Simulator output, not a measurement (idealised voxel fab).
The name of this process module is voxel fin reveal.
In the cross-section labelled cut, the width is 170 nm and each square cell is 5 nm.
In this document a cross-section is written as a grid of square cells. It is given as a series of bands, listed from the top down, and a band is one or more rows of cells. First you get the band's top height and its bottom height, in nm, and then the materials it's made of, left to right, with each width in nm. If you see a single material with "everywhere", that one covers the band edge to edge. "air" is empty space. For the purposes of this specification, 0 denotes the height below which the wafer in its as-received condition is composed wholly of one material, and the lowermost band, lacking a lower limit, extends downward without end, as expressed in "z 0 and below". The notation "30 to 40" denotes a width that varies across the rows of cells in the band, beginning at the first number in the top row, finishing at the second number in the bottom row, and changing by an identical amount from each row to the next. "left unchanged" means the step left every cell of the cross-section as it was. "Closed internal cavities" lists enclosed empty spaces (at least 8 cells, no open path upward to the top), each as width x height at distance from the left edge, in nm. On a step's line, text after the settings is the simulator commenting on that step. "overlay nm" on a masked step: distance the mask lay right of its planned place, negative for left.

# Below is the list of planned process steps
1: op RECEIVE | material Si
2: op CONFORMAL_DEP | material SiN | thk nm 5
3: op PATTERN | tone cover | mask id FINS | material resist | width nm 15 | pitch nm 40 | thk nm 20 | overlay nm 0
4: op DIRECTIONAL_ETCH | etch materials SiN | depth nm 5
5: op DIRECTIONAL_ETCH | etch materials Si | depth nm 35
6: op STRIP | etch materials resist
7: op FILL_DEP | material SiO2 | thk nm 15
8: op CMP | height nm 5
9: op SELECTIVE_ETCH | etch materials SiO2 | depth nm 20
10: op STRIP | etch materials SiN

# The cross-section here shows the wafer as received, i.e. in its state after step 1
> z 0 and below: Si everywhere
> Closed internal cavities: none

# Result of the module, cross-sectioned: start per above, plan per above, one error in how it was run
> z 0 to -15: air 55 nm; Si 15 nm; air 25 nm; Si 15 nm; air 60 nm
> z -15 to -20: SiO2 35 nm; air 20 nm; Si 15 nm; air 25 nm; Si 15 nm; air 20 nm; SiO2 40 nm
> z -20 to -35: SiO2 55 nm; Si 15 nm; SiO2 25 nm; Si 15 nm; SiO2 60 nm
> z -35 and below: Si everywhere
> Closed internal cavities: none
So what did we get wrong on this run? steps 9 and 10 of the plan were run in the wrong order, each in the other's place
